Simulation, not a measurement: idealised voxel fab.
voxel wiring stack: a process module
Section shown: cut. Width: 265 nm. Cell size: 5 nm, square.
We lay out every cross-section as a grid of square cells and spell it out in bands from the top down, where one band means one or more rows of cells.
It is stipulated that each band's entry specify, in nanometres, the height of the top of the band and then that of its bottom, followed by the materials of the band in left-to-right sequence, each together with its width in nanometres. A single material marked by the word "full width" is understood to fill the band from edge to edge; the word "air" is understood to denote empty space.
Heights are reckoned from 0. Under this level, the received wafer is all of one material. The bottommost band is open-ended downward, for example "0 nm and below".
The width entry "30..40" should be interpreted row by row: the top row of cells in the band takes the first number, the bottom row takes the second number, and the change between adjacent rows is uniform throughout.
The cross-section has no changed cell in any step marked "identical to before".
Empty spaces without an open route to the top, at least 8 cells in extent, make up the entry "Entrapped void list"; each is given as width x height at distance, where the distance is measured from the left edge, and all are in nm.
Past the settings on a step's line: simulator remark, on that step.
"overlay nm" answers the question of how far to the right of plan the mask lay on a step that has a mask, and when it is negative the answer is to the left.
Read each pair as before and after one process step. The after cross-section shows only down to the lowest band that changed. The step between them and its settings are given below the pair. Pairs can come from different runs of this module on the same starting wafer. A pair continues from the pair above only where its "before" entry says so.

Before:
- 0 nm and below: Si full width
- Entrapped void list: none

Post-Process Section:
- 10 nm to 0 nm: SiO2 full width
- Below a height of 0, the structure has not been altered.
- Entrapped void list: none
Step applied between the pre-step and post-step cross-sections shown above: CONFORMAL_DEP with material SiO2, thk nm 10

before: see the after view in the pair directly above.

Post-Process Section:
- 15 nm to 10 nm: SiN full width
- Below a height of 10, the structure has not been altered.
- Entrapped void list: none
Step applied between the pre-step and post-step cross-sections shown above: CONFORMAL_DEP with material SiN, thk nm 5

before: see the after view in the pair directly above.

Post-Process Section:
- 30 nm to 15 nm: lowk full width
- Below a height of 15, the structure has not been altered.
- Entrapped void list: none
Step applied between the pre-step and post-step cross-sections shown above: DIRECTIONAL_DEP with material lowk, thk nm 15

before: see the after view in the pair directly above.

Post-Process Section:
- 50 nm to 30 nm: 85 of resist, then 30 of air, then 30 of resist, then 30 of air, then 90 of resist
- Below a height of 30, the structure has not been altered.
- Entrapped void list: none
Step applied between the pre-step and post-step cross-sections shown above: PATTERN with tone open, mask id METAL_1, material resist, width nm 30, pitch nm 60, thk nm 20, overlay nm 0

before: see the after view in the pair directly above.

Post-Process Section:
- 50 nm to 30 nm: 85 of resist, then 30 of air, then 30 of resist, then 30 of air, then 90 of resist
- 30 nm to 15 nm: 85 of lowk, then 30 of air, then 30 of lowk, then 30 of air, then 90 of lowk
- Below a height of 15, the structure has not been altered.
- Entrapped void list: none
Step applied between the pre-step and post-step cross-sections shown above: DIRECTIONAL_ETCH with etch materials lowk, depth nm 15

before: see the after view in the pair directly above.

Post-Process Section:
- 50 nm to 30 nm: 85 of resist, then 30 of air, then 30 of resist, then 30 of air, then 90 of resist
- 30 nm to 15 nm: 85 of lowk, then 30 of air, then 30 of lowk, then 30 of air, then 90 of lowk
- 15 nm to 10 nm: 85 of SiN, then 30 of air, then 30 of SiN, then 30 of air, then 90 of SiN
- Below a height of 10, the structure has not been altered.
- Entrapped void list: none
Step applied between the pre-step and post-step cross-sections shown above: DIRECTIONAL_ETCH with etch materials SiN, depth nm 5

before: see the after view in the pair directly above.

Post-Process Section:
- 30 nm to 15 nm: 85 of lowk, then 30 of air, then 30 of lowk, then 30 of air, then 90 of lowk
- Below a height of 15, the structure has not been altered.
- Entrapped void list: none
Step applied between the pre-step and post-step cross-sections shown above: STRIP with etch materials resist

before: see the after view in the pair directly above.

Post-Process Section:
- 35 nm to 30 nm: 90 of TiN, then 20 of air, then 40 of TiN, then 20 of air, then 95 of TiN
- 30 nm to 15 nm: 85 of lowk, then 5 of TiN, then 20 of air, then 5 of TiN, then 30 of lowk, then 5 of TiN, then 20 of air, then 5 of TiN, then 90 of lowk
- 15 nm to 10 nm: 85 of SiN, then 30 of TiN, then 30 of SiN, then 30 of TiN, then 90 of SiN
- Below a height of 10, the structure has not been altered.
- Entrapped void list: none
Step applied between the pre-step and post-step cross-sections shown above: CONFORMAL_DEP with material TiN, thk nm 5

before: see the after view in the pair directly above.

Post-Process Section:
- 45 nm to 35 nm: Cu full width
- 35 nm to 30 nm: 90 of TiN, then 20 of Cu, then 40 of TiN, then 20 of Cu, then 95 of TiN
- 30 nm to 15 nm: 85 of lowk, then 5 of TiN, then 20 of Cu, then 5 of TiN, then 30 of lowk, then 5 of TiN, then 20 of Cu, then 5 of TiN, then 90 of lowk
- Below a height of 15, the structure has not been altered.
- Entrapped void list: none
Step applied between the pre-step and post-step cross-sections shown above: FILL_DEP with material Cu, thk nm 10

before: see the after view in the pair directly above.

Post-Process Section:
- 30 nm to 15 nm: 85 of lowk, then 5 of TiN, then 20 of Cu, then 5 of TiN, then 30 of lowk, then 5 of TiN, then 20 of Cu, then 5 of TiN, then 90 of lowk
- Below a height of 15, the structure has not been altered.
- Entrapped void list: none
Step applied between the pre-step and post-step cross-sections shown above: CMP with height nm 30

before: see the after view in the pair directly above.

Post-Process Section:
- 35 nm to 30 nm: SiCN full width
- Below a height of 30, the structure has not been altered.
- Entrapped void list: none
Step applied between the pre-step and post-step cross-sections shown above: CONFORMAL_DEP with material SiCN, thk nm 5

before: see the after view in the pair directly above.

Post-Process Section:
- 60 nm to 35 nm: lowk full width
- Below a height of 35, the structure has not been altered.
- Entrapped void list: none
Step applied between the pre-step and post-step cross-sections shown above: DIRECTIONAL_DEP with material lowk, thk nm 25

before: see the after view in the pair directly above.

Post-Process Section:
- 70 nm to 60 nm: aC full width
- Below a height of 60, the structure has not been altered.
- Entrapped void list: none
Step applied between the pre-step and post-step cross-sections shown above: DIRECTIONAL_DEP with material aC, thk nm 10

before: see the after view in the pair directly above.

Post-Process Section:
- 100 nm to 70 nm: 85 of resist, then 30 of air, then 30 of resist, then 30 of air, then 90 of resist
- Below a height of 70, the structure has not been altered.
- Entrapped void list: none
Step applied between the pre-step and post-step cross-sections shown above: PATTERN with tone open, mask id METAL_2, material resist, width nm 30, pitch nm 60, thk nm 30, overlay nm 0

before: see the after view in the pair directly above.

Post-Process Section:
- 90 nm to 70 nm: 85 of resist, then 30 of air, then 30 of resist, then 30 of air, then 90 of resist
- 70 nm to 60 nm: 85 of aC, then 30 of air, then 30 of aC, then 30 of air, then 90 of aC
- Below a height of 60, the structure has not been altered.
- Entrapped void list: none
Step applied between the pre-step and post-step cross-sections shown above: DIRECTIONAL_ETCH with etch materials aC, depth nm 10

before: see the after view in the pair directly above.

Post-Process Section:
- 70 nm to 60 nm: 85 of aC, then 30 of air, then 30 of aC, then 30 of air, then 90 of aC
- Below a height of 60, the structure has not been altered.
- Entrapped void list: none
Step applied between the pre-step and post-step cross-sections shown above: STRIP with etch materials resist

before: see the after view in the pair directly above.

Post-Process Section:
- 70 nm to 60 nm: 85 of aC, then 30 of air, then 30 of aC, then 30 of air, then 90 of aC
- 60 nm to 45 nm: 85 of lowk, then 30 of air, then 30 of lowk, then 30 of air, then 90 of lowk
- Below a height of 45, the structure has not been altered.
- Entrapped void list: none
Step applied between the pre-step and post-step cross-sections shown above: DIRECTIONAL_ETCH with etch materials lowk, depth nm 15

before: see the after view in the pair directly above.

Post-Process Section:
- 60 nm to 45 nm: 85 of lowk, then 30 of air, then 30 of lowk, then 30 of air, then 90 of lowk
- Below a height of 45, the structure has not been altered.
- Entrapped void list: none
Step applied between the pre-step and post-step cross-sections shown above: STRIP with etch materials aC

before: see the after view in the pair directly above.

Post-Process Section:
- 70 nm to 60 nm: 85 of aC, then 30 of air, then 30 of aC, then 30 of air, then 90 of aC
- 60 nm to 55 nm: 85 of lowk, then 30 of air, then 30 of lowk, then 30 of air, then 90 of lowk
- 55 nm to 45 nm: 85 of lowk, then 30 of aC, then 30 of lowk, then 30 of aC, then 90 of lowk
- Below a height of 45, the structure has not been altered.
- Entrapped void list: none
Step applied between the pre-step and post-step cross-sections shown above: DIRECTIONAL_DEP with material aC, thk nm 10

before: see the after view in the pair directly above.

Post-Process Section:
- 100 nm to 70 nm: 85 of resist, then 15 of air, then 165 of resist
- 70 nm to 60 nm: 85 of aC, then 15 of air, then 15 of resist, then 30 of aC, then 30 of resist, then 90 of aC
- 60 nm to 55 nm: 85 of lowk, then 15 of air, then 15 of resist, then 30 of lowk, then 30 of resist, then 90 of lowk
- Below a height of 55, the structure has not been altered.
- Entrapped void list: none
Step applied between the pre-step and post-step cross-sections shown above: PATTERN with tone open, mask id METAL_2_HOLES, material resist, width nm 15, thk nm 30, overlay nm 0

before: see the after view in the pair directly above.

Post-Process Section:
- 90 nm to 70 nm: 85 of resist, then 15 of air, then 165 of resist
- 70 nm to 60 nm: 85 of aC, then 15 of air, then 15 of resist, then 30 of aC, then 30 of resist, then 90 of aC
- 60 nm to 55 nm: 85 of lowk, then 15 of air, then 15 of resist, then 30 of lowk, then 30 of resist, then 90 of lowk
- 55 nm to 45 nm: 85 of lowk, then 15 of air, then 15 of aC, then 30 of lowk, then 30 of aC, then 90 of lowk
- Below a height of 45, the structure has not been altered.
- Entrapped void list: none
Step applied between the pre-step and post-step cross-sections shown above: DIRECTIONAL_ETCH with etch materials aC, depth nm 10

before: see the after view in the pair directly above.

Post-Process Section:
- 70 nm to 60 nm: 85 of aC, then 30 of air, then 30 of aC, then 30 of air, then 90 of aC
- 60 nm to 55 nm: 85 of lowk, then 30 of air, then 30 of lowk, then 30 of air, then 90 of lowk
- Below a height of 55, the structure has not been altered.
- Entrapped void list: none
Step applied between the pre-step and post-step cross-sections shown above: STRIP with etch materials resist

before: see the after view in the pair directly above.

Post-Process Section:
- 70 nm to 60 nm: 85 of aC, then 30 of air, then 30 of aC, then 30 of air, then 90 of aC
- 60 nm to 55 nm: 85 of lowk, then 30 of air, then 30 of lowk, then 30 of air, then 90 of lowk
- 55 nm to 45 nm: 85 of lowk, then 15 of air, then 15 of aC, then 30 of lowk, then 30 of aC, then 90 of lowk
- 45 nm to 35 nm: 85 of lowk, then 15 of air, then 165 of lowk
- Below a height of 35, the structure has not been altered.
- Entrapped void list: none
Step applied between the pre-step and post-step cross-sections shown above: DIRECTIONAL_ETCH with etch materials lowk, depth nm 10

before: see the after view in the pair directly above.

Post-Process Section:
- 70 nm to 60 nm: 85 of aC, then 30 of air, then 30 of aC, then 30 of air, then 90 of aC
- 60 nm to 55 nm: 85 of lowk, then 30 of air, then 30 of lowk, then 30 of air, then 90 of lowk
- 55 nm to 45 nm: 85 of lowk, then 15 of air, then 15 of aC, then 30 of lowk, then 30 of aC, then 90 of lowk
- 45 nm to 35 nm: 85 of lowk, then 15 of air, then 165 of lowk
- 35 nm to 30 nm: 85 of SiCN, then 15 of air, then 165 of SiCN
- Below a height of 30, the structure has not been altered.
- Entrapped void list: none
Step applied between the pre-step and post-step cross-sections shown above: DIRECTIONAL_ETCH with etch materials SiCN, depth nm 5

before: see the after view in the pair directly above.

Post-Process Section:
- 60 nm to 45 nm: 85 of lowk, then 30 of air, then 30 of lowk, then 30 of air, then 90 of lowk
- Below a height of 45, the structure has not been altered.
- Entrapped void list: none
Step applied between the pre-step and post-step cross-sections shown above: STRIP with etch materials aC

before: see the after view in the pair directly above.

Post-Process Section:
- 65 nm to 60 nm: 90 of TiN, then 20 of air, then 40 of TiN, then 20 of air, then 95 of TiN
- 60 nm to 50 nm: 85 of lowk, then 5 of TiN, then 20 of air, then 5 of TiN, then 30 of lowk, then 5 of TiN, then 20 of air, then 5 of TiN, then 90 of lowk
- 50 nm to 45 nm: 85 of lowk, then 5 of TiN, then 5 of air, then 20 of TiN, then 30 of lowk, then 30 of TiN, then 90 of lowk
- 45 nm to 35 nm: 85 of lowk, then 5 of TiN, then 5 of air, then 5 of TiN, then 165 of lowk
- 35 nm to 30 nm: 85 of SiCN, then 15 of TiN, then 165 of SiCN
- Below a height of 30, the structure has not been altered.
- Entrapped void list: none
Step applied between the pre-step and post-step cross-sections shown above: CONFORMAL_DEP with material TiN, thk nm 5

before: see the after view in the pair directly above.

Post-Process Section:
- 70 nm to 65 nm: Cu full width
- 65 nm to 60 nm: 90 of TiN, then 20 of Cu, then 40 of TiN, then 20 of Cu, then 95 of TiN
- 60 nm to 50 nm: 85 of lowk, then 5 of TiN, then 20 of Cu, then 5 of TiN, then 30 of lowk, then 5 of TiN, then 20 of Cu, then 5 of TiN, then 90 of lowk
- 50 nm to 45 nm: 85 of lowk, then 5 of TiN, then 5 of Cu, then 20 of TiN, then 30 of lowk, then 30 of TiN, then 90 of lowk
- 45 nm to 35 nm: 85 of lowk, then 5 of TiN, then 5 of Cu, then 5 of TiN, then 165 of lowk
- Below a height of 35, the structure has not been altered.
- Entrapped void list: none
Step applied between the pre-step and post-step cross-sections shown above: FILL_DEP with material Cu, thk nm 5

before: see the after view in the pair directly above.

Post-Process Section:
- 60 nm to 50 nm: 85 of lowk, then 5 of TiN, then 20 of Cu, then 5 of TiN, then 30 of lowk, then 5 of TiN, then 20 of Cu, then 5 of TiN, then 90 of lowk
- Below a height of 50, the structure has not been altered.
- Entrapped void list: none
Step applied between the pre-step and post-step cross-sections shown above: CMP with height nm 60

before: see the after view in the pair directly above.

Post-Process Section:
- 65 nm to 60 nm: SiN full width
- Below a height of 60, the structure has not been altered.
- Entrapped void list: none
Step applied between the pre-step and post-step cross-sections shown above: CONFORMAL_DEP with material SiN, thk nm 5

Before:
- 0 nm and below: Si full width
- Entrapped void list: none

Post-Process Section:
- 5 nm to 0 nm: SiN full width
- Below a height of 0, the structure has not been altered.
- Entrapped void list: none
Step applied between the pre-step and post-step cross-sections shown above: CONFORMAL_DEP with material SiN, thk nm 5

before: see the after view in the pair directly above.

Post-Process Section:
- 20 nm to 5 nm: lowk full width
- Below a height of 5, the structure has not been altered.
- Entrapped void list: none
Step applied between the pre-step and post-step cross-sections shown above: DIRECTIONAL_DEP with material lowk, thk nm 15

before: see the after view in the pair directly above.

Post-Process Section:
- 40 nm to 20 nm: 85 of resist, then 30 of air, then 30 of resist, then 30 of air, then 90 of resist
- Below a height of 20, the structure has not been altered.
- Entrapped void list: none
Step applied between the pre-step and post-step cross-sections shown above: PATTERN with tone open, mask id METAL_1, material resist, width nm 30, pitch nm 60, thk nm 20, overlay nm 0

before: see the after view in the pair directly above.

Post-Process Section:
- 40 nm to 20 nm: 85 of resist, then 30 of air, then 30 of resist, then 30 of air, then 90 of resist
- 20 nm to 5 nm: 85 of lowk, then 30 of air, then 30 of lowk, then 30 of air, then 90 of lowk
- Below a height of 5, the structure has not been altered.
- Entrapped void list: none
Step applied between the pre-step and post-step cross-sections shown above: DIRECTIONAL_ETCH with etch materials lowk, depth nm 15

before: see the after view in the pair directly above.

Post-Process Section:
- 40 nm to 20 nm: 85 of resist, then 30 of air, then 30 of resist, then 30 of air, then 90 of resist
- 20 nm to 5 nm: 85 of lowk, then 30 of air, then 30 of lowk, then 30 of air, then 90 of lowk
- 5 nm to 0 nm: 85 of SiN, then 30 of air, then 30 of SiN, then 30 of air, then 90 of SiN
- Below a height of 0, the structure has not been altered.
- Entrapped void list: none
Step applied between the pre-step and post-step cross-sections shown above: DIRECTIONAL_ETCH with etch materials SiN, depth nm 5

before: see the after view in the pair directly above.

Post-Process Section:
- 20 nm to 5 nm: 85 of lowk, then 30 of air, then 30 of lowk, then 30 of air, then 90 of lowk
- Below a height of 5, the structure has not been altered.
- Entrapped void list: none
Step applied between the pre-step and post-step cross-sections shown above: STRIP with etch materials resist

before: see the after view in the pair directly above.

Post-Process Section:
- 25 nm to 20 nm: 90 of TiN, then 20 of air, then 40 of TiN, then 20 of air, then 95 of TiN
- 20 nm to 5 nm: 85 of lowk, then 5 of TiN, then 20 of air, then 5 of TiN, then 30 of lowk, then 5 of TiN, then 20 of air, then 5 of TiN, then 90 of lowk
- 5 nm to 0 nm: 85 of SiN, then 30 of TiN, then 30 of SiN, then 30 of TiN, then 90 of SiN
- Below a height of 0, the structure has not been altered.
- Entrapped void list: none
Step applied between the pre-step and post-step cross-sections shown above: CONFORMAL_DEP with material TiN, thk nm 5

before: see the after view in the pair directly above.

Post-Process Section:
- 35 nm to 25 nm: Cu full width
- 25 nm to 20 nm: 90 of TiN, then 20 of Cu, then 40 of TiN, then 20 of Cu, then 95 of TiN
- 20 nm to 5 nm: 85 of lowk, then 5 of TiN, then 20 of Cu, then 5 of TiN, then 30 of lowk, then 5 of TiN, then 20 of Cu, then 5 of TiN, then 90 of lowk
- Below a height of 5, the structure has not been altered.
- Entrapped void list: none
Step applied between the pre-step and post-step cross-sections shown above: FILL_DEP with material Cu, thk nm 10

before: see the after view in the pair directly above.

Post-Process Section:
- 30 nm to 25 nm: Cu full width
- Below a height of 25, the structure has not been altered.
- Entrapped void list: none
Step applied between the pre-step and post-step cross-sections shown above: CMP with height nm 30

before: see the after view in the pair directly above.

Post-Process Section:
- 35 nm to 30 nm: SiCN full width
- Below a height of 30, the structure has not been altered.
- Entrapped void list: none
Step applied between the pre-step and post-step cross-sections shown above: CONFORMAL_DEP with material SiCN, thk nm 5

before: see the after view in the pair directly above.

Post-Process Section:
- 60 nm to 35 nm: lowk full width
- Below a height of 35, the structure has not been altered.
- Entrapped void list: none
Step applied between the pre-step and post-step cross-sections shown above: DIRECTIONAL_DEP with material lowk, thk nm 25

before: see the after view in the pair directly above.

Post-Process Section:
- 70 nm to 60 nm: aC full width
- Below a height of 60, the structure has not been altered.
- Entrapped void list: none
Step applied between the pre-step and post-step cross-sections shown above: DIRECTIONAL_DEP with material aC, thk nm 10

before: see the after view in the pair directly above.

Post-Process Section:
- 100 nm to 70 nm: 85 of resist, then 30 of air, then 30 of resist, then 30 of air, then 90 of resist
- Below a height of 70, the structure has not been altered.
- Entrapped void list: none
Step applied between the pre-step and post-step cross-sections shown above: PATTERN with tone open, mask id METAL_2, material resist, width nm 30, pitch nm 60, thk nm 30, overlay nm 0

before: see the after view in the pair directly above.

Post-Process Section:
- 90 nm to 70 nm: 85 of resist, then 30 of air, then 30 of resist, then 30 of air, then 90 of resist
- 70 nm to 60 nm: 85 of aC, then 30 of air, then 30 of aC, then 30 of air, then 90 of aC
- Below a height of 60, the structure has not been altered.
- Entrapped void list: none
Step applied between the pre-step and post-step cross-sections shown above: DIRECTIONAL_ETCH with etch materials aC, depth nm 10

before: see the after view in the pair directly above.

Post-Process Section:
- 70 nm to 60 nm: 85 of aC, then 30 of air, then 30 of aC, then 30 of air, then 90 of aC
- Below a height of 60, the structure has not been altered.
- Entrapped void list: none
Step applied between the pre-step and post-step cross-sections shown above: STRIP with etch materials resist

before: see the after view in the pair directly above.

Post-Process Section:
- 70 nm to 60 nm: 85 of aC, then 30 of air, then 30 of aC, then 30 of air, then 90 of aC
- 60 nm to 45 nm: 85 of lowk, then 30 of air, then 30 of lowk, then 30 of air, then 90 of lowk
- Below a height of 45, the structure has not been altered.
- Entrapped void list: none
Step applied between the pre-step and post-step cross-sections shown above: DIRECTIONAL_ETCH with etch materials lowk, depth nm 15

before: see the after view in the pair directly above.

Post-Process Section:
- 60 nm to 45 nm: 85 of lowk, then 30 of air, then 30 of lowk, then 30 of air, then 90 of lowk
- Below a height of 45, the structure has not been altered.
- Entrapped void list: none
Step applied between the pre-step and post-step cross-sections shown above: STRIP with etch materials aC

before: see the after view in the pair directly above.

Post-Process Section:
- 70 nm to 60 nm: 85 of aC, then 30 of air, then 30 of aC, then 30 of air, then 90 of aC
- 60 nm to 55 nm: 85 of lowk, then 30 of air, then 30 of lowk, then 30 of air, then 90 of lowk
- 55 nm to 45 nm: 85 of lowk, then 30 of aC, then 30 of lowk, then 30 of aC, then 90 of lowk
- Below a height of 45, the structure has not been altered.
- Entrapped void list: none
Step applied between the pre-step and post-step cross-sections shown above: DIRECTIONAL_DEP with material aC, thk nm 10

before: see the after view in the pair directly above.

Post-Process Section:
- 100 nm to 70 nm: 85 of resist, then 15 of air, then 165 of resist
- 70 nm to 60 nm: 85 of aC, then 15 of air, then 15 of resist, then 30 of aC, then 30 of resist, then 90 of aC
- 60 nm to 55 nm: 85 of lowk, then 15 of air, then 15 of resist, then 30 of lowk, then 30 of resist, then 90 of lowk
- Below a height of 55, the structure has not been altered.
- Entrapped void list: none
Step applied between the pre-step and post-step cross-sections shown above: PATTERN with tone open, mask id METAL_2_HOLES, material resist, width nm 15, thk nm 30, overlay nm 0

before: see the after view in the pair directly above.

Post-Process Section:
- 90 nm to 70 nm: 85 of resist, then 15 of air, then 165 of resist
- 70 nm to 60 nm: 85 of aC, then 15 of air, then 15 of resist, then 30 of aC, then 30 of resist, then 90 of aC
- 60 nm to 55 nm: 85 of lowk, then 15 of air, then 15 of resist, then 30 of lowk, then 30 of resist, then 90 of lowk
- 55 nm to 45 nm: 85 of lowk, then 15 of air, then 15 of aC, then 30 of lowk, then 30 of aC, then 90 of lowk
- Below a height of 45, the structure has not been altered.
- Entrapped void list: none
Step applied between the pre-step and post-step cross-sections shown above: DIRECTIONAL_ETCH with etch materials aC, depth nm 10

before: see the after view in the pair directly above.

Post-Process Section:
- 70 nm to 60 nm: 85 of aC, then 30 of air, then 30 of aC, then 30 of air, then 90 of aC
- 60 nm to 55 nm: 85 of lowk, then 30 of air, then 30 of lowk, then 30 of air, then 90 of lowk
- Below a height of 55, the structure has not been altered.
- Entrapped void list: none
Step applied between the pre-step and post-step cross-sections shown above: STRIP with etch materials resist

before: see the after view in the pair directly above.

Post-Process Section:
- 70 nm to 60 nm: 85 of aC, then 30 of air, then 30 of aC, then 30 of air, then 90 of aC
- 60 nm to 55 nm: 85 of lowk, then 30 of air, then 30 of lowk, then 30 of air, then 90 of lowk
- 55 nm to 45 nm: 85 of lowk, then 15 of air, then 15 of aC, then 30 of lowk, then 30 of aC, then 90 of lowk
- 45 nm to 35 nm: 85 of lowk, then 15 of air, then 165 of lowk
- Below a height of 35, the structure has not been altered.
- Entrapped void list: none
Step applied between the pre-step and post-step cross-sections shown above: DIRECTIONAL_ETCH with etch materials lowk, depth nm 10

before: see the after view in the pair directly above.

Post-Process Section:
- 70 nm to 60 nm: 85 of aC, then 30 of air, then 30 of aC, then 30 of air, then 90 of aC
- 60 nm to 55 nm: 85 of lowk, then 30 of air, then 30 of lowk, then 30 of air, then 90 of lowk
- 55 nm to 45 nm: 85 of lowk, then 15 of air, then 15 of aC, then 30 of lowk, then 30 of aC, then 90 of lowk
- 45 nm to 35 nm: 85 of lowk, then 15 of air, then 165 of lowk
- 35 nm to 30 nm: 85 of SiCN, then 15 of air, then 165 of SiCN
- Below a height of 30, the structure has not been altered.
- Entrapped void list: none
Step applied between the pre-step and post-step cross-sections shown above: DIRECTIONAL_ETCH with etch materials SiCN, depth nm 5

before: see the after view in the pair directly above.

Post-Process Section:
- 60 nm to 45 nm: 85 of lowk, then 30 of air, then 30 of lowk, then 30 of air, then 90 of lowk
- Below a height of 45, the structure has not been altered.
- Entrapped void list: none
Step applied between the pre-step and post-step cross-sections shown above: STRIP with etch materials aC

before: see the after view in the pair directly above.

Post-Process Section:
- 65 nm to 60 nm: 90 of TiN, then 20 of air, then 40 of TiN, then 20 of air, then 95 of TiN
- 60 nm to 50 nm: 85 of lowk, then 5 of TiN, then 20 of air, then 5 of TiN, then 30 of lowk, then 5 of TiN, then 20 of air, then 5 of TiN, then 90 of lowk
- 50 nm to 45 nm: 85 of lowk, then 5 of TiN, then 5 of air, then 20 of TiN, then 30 of lowk, then 30 of TiN, then 90 of lowk
- 45 nm to 35 nm: 85 of lowk, then 5 of TiN, then 5 of air, then 5 of TiN, then 165 of lowk
- 35 nm to 30 nm: 85 of SiCN, then 15 of TiN, then 165 of SiCN
- Below a height of 30, the structure has not been altered.
- Entrapped void list: none
Step applied between the pre-step and post-step cross-sections shown above: CONFORMAL_DEP with material TiN, thk nm 5

before: see the after view in the pair directly above.

Post-Process Section:
- 70 nm to 65 nm: Cu full width
- 65 nm to 60 nm: 90 of TiN, then 20 of Cu, then 40 of TiN, then 20 of Cu, then 95 of TiN
- 60 nm to 50 nm: 85 of lowk, then 5 of TiN, then 20 of Cu, then 5 of TiN, then 30 of lowk, then 5 of TiN, then 20 of Cu, then 5 of TiN, then 90 of lowk
- 50 nm to 45 nm: 85 of lowk, then 5 of TiN, then 5 of Cu, then 20 of TiN, then 30 of lowk, then 30 of TiN, then 90 of lowk
- 45 nm to 35 nm: 85 of lowk, then 5 of TiN, then 5 of Cu, then 5 of TiN, then 165 of lowk
- Below a height of 35, the structure has not been altered.
- Entrapped void list: none
Step applied between the pre-step and post-step cross-sections shown above: FILL_DEP with material Cu, thk nm 5

before: see the after view in the pair directly above.

Post-Process Section:
- 60 nm to 50 nm: 85 of lowk, then 5 of TiN, then 20 of Cu, then 5 of TiN, then 30 of lowk, then 5 of TiN, then 20 of Cu, then 5 of TiN, then 90 of lowk
- Below a height of 50, the structure has not been altered.
- Entrapped void list: none
Step applied between the pre-step and post-step cross-sections shown above: CMP with height nm 60

before: see the after view in the pair directly above.

Post-Process Section:
- 65 nm to 60 nm: SiN full width
- Below a height of 60, the structure has not been altered.
- Entrapped void list: none
Step applied between the pre-step and post-step cross-sections shown above: CONFORMAL_DEP with material SiN, thk nm 5

Before:
- 30 nm to 15 nm: 85 of lowk, then 5 of TiN, then 20 of Cu, then 5 of TiN, then 30 of lowk, then 5 of TiN, then 20 of Cu, then 5 of TiN, then 90 of lowk
- 15 nm to 10 nm: 85 of SiN, then 30 of TiN, then 30 of SiN, then 30 of TiN, then 90 of SiN
- 10 nm to 0 nm: SiO2 full width
- 0 nm and below: Si full width
- Entrapped void list: none

Post-Process Section:
- 55 nm to 30 nm: lowk full width
- Below a height of 30, the structure has not been altered.
- Entrapped void list: none
Step applied between the pre-step and post-step cross-sections shown above: DIRECTIONAL_DEP with material lowk, thk nm 25

before: see the after view in the pair directly above.

Post-Process Section:
- 60 nm to 55 nm: SiCN full width
- Below a height of 55, the structure has not been altered.
- Entrapped void list: none
Step applied between the pre-step and post-step cross-sections shown above: CONFORMAL_DEP with material SiCN, thk nm 5

before: see the after view in the pair directly above.

Post-Process Section:
- 70 nm to 60 nm: aC full width
- Below a height of 60, the structure has not been altered.
- Entrapped void list: none
Step applied between the pre-step and post-step cross-sections shown above: DIRECTIONAL_DEP with material aC, thk nm 10

before: see the after view in the pair directly above.

Post-Process Section:
- 100 nm to 70 nm: 85 of resist, then 30 of air, then 30 of resist, then 30 of air, then 90 of resist
- Below a height of 70, the structure has not been altered.
- Entrapped void list: none
Step applied between the pre-step and post-step cross-sections shown above: PATTERN with tone open, mask id METAL_2, material resist, width nm 30, pitch nm 60, thk nm 30, overlay nm 0

before: see the after view in the pair directly above.

Post-Process Section:
- 90 nm to 70 nm: 85 of resist, then 30 of air, then 30 of resist, then 30 of air, then 90 of resist
- 70 nm to 60 nm: 85 of aC, then 30 of air, then 30 of aC, then 30 of air, then 90 of aC
- Below a height of 60, the structure has not been altered.
- Entrapped void list: none
Step applied between the pre-step and post-step cross-sections shown above: DIRECTIONAL_ETCH with etch materials aC, depth nm 10

before: see the after view in the pair directly above.

Post-Process Section:
- 70 nm to 60 nm: 85 of aC, then 30 of air, then 30 of aC, then 30 of air, then 90 of aC
- Below a height of 60, the structure has not been altered.
- Entrapped void list: none
Step applied between the pre-step and post-step cross-sections shown above: STRIP with etch materials resist

before: see the after view in the pair directly above.

Post-Process Section:
- 60 nm to 55 nm: SiCN full width
- Below a height of 55, the structure has not been altered.
- Entrapped void list: none
Step applied between the pre-step and post-step cross-sections shown above: STRIP with etch materials aC

Before:
- 70 nm to 60 nm: aC full width
- 60 nm to 55 nm: SiCN full width
- 55 nm to 30 nm: lowk full width
- 30 nm to 15 nm: 85 of lowk, then 5 of TiN, then 20 of Cu, then 5 of TiN, then 30 of lowk, then 5 of TiN, then 20 of Cu, then 5 of TiN, then 90 of lowk
- 15 nm to 10 nm: 85 of SiN, then 30 of TiN, then 30 of SiN, then 30 of TiN, then 90 of SiN
- 10 nm to 0 nm: SiO2 full width
- 0 nm and below: Si full width
- Entrapped void list: none

Post-Process Section:
- 100 nm to 70 nm: 85 of resist, then 15 of air, then 165 of resist
- Below a height of 70, the structure has not been altered.
- Entrapped void list: none
Step applied between the pre-step and post-step cross-sections shown above: PATTERN with tone open, mask id METAL_2_HOLES, material resist, width nm 15, thk nm 30, overlay nm 0

before: see the after view in the pair directly above.

Post-Process Section:
- 90 nm to 70 nm: 85 of resist, then 15 of air, then 165 of resist
- 70 nm to 60 nm: 85 of aC, then 15 of air, then 165 of aC
- Below a height of 60, the structure has not been altered.
- Entrapped void list: none
Step applied between the pre-step and post-step cross-sections shown above: DIRECTIONAL_ETCH with etch materials aC, depth nm 10

before: see the after view in the pair directly above.

Post-Process Section:
- 70 nm to 60 nm: 85 of aC, then 15 of air, then 165 of aC
- Below a height of 60, the structure has not been altered.
- Entrapped void list: none
Step applied between the pre-step and post-step cross-sections shown above: STRIP with etch materials resist

before: see the after view in the pair directly above.

Post-Process Section:
- 70 nm to 60 nm: 85 of aC, then 15 of air, then 165 of aC
- 60 nm to 55 nm: 85 of SiCN, then 15 of air, then 165 of SiCN
- Below a height of 55, the structure has not been altered.
- Entrapped void list: none
Step applied between the pre-step and post-step cross-sections shown above: DIRECTIONAL_ETCH with etch materials SiCN, depth nm 5

before: see the after view in the pair directly above.

Post-Process Section:
- 60 nm to 55 nm: 85 of SiCN, then 15 of air, then 165 of SiCN
- Below a height of 55, the structure has not been altered.
- Entrapped void list: none
Step applied between the pre-step and post-step cross-sections shown above: STRIP with etch materials aC

before: see the after view in the pair directly above.

Post-Process Section:
- 65 nm to 60 nm: 90 of TiN, then 5 of air, then 170 of TiN
- 60 nm to 55 nm: 85 of SiCN, then 15 of TiN, then 165 of SiCN
- Below a height of 55, the structure has not been altered.
- Entrapped void list: none
Step applied between the pre-step and post-step cross-sections shown above: CONFORMAL_DEP with material TiN, thk nm 5

before: see the after view in the pair directly above.

Post-Process Section:
- 70 nm to 65 nm: Cu full width
- 65 nm to 60 nm: 90 of TiN, then 5 of Cu, then 170 of TiN
- Below a height of 60, the structure has not been altered.
- Entrapped void list: none
Step applied between the pre-step and post-step cross-sections shown above: FILL_DEP with material Cu, thk nm 5
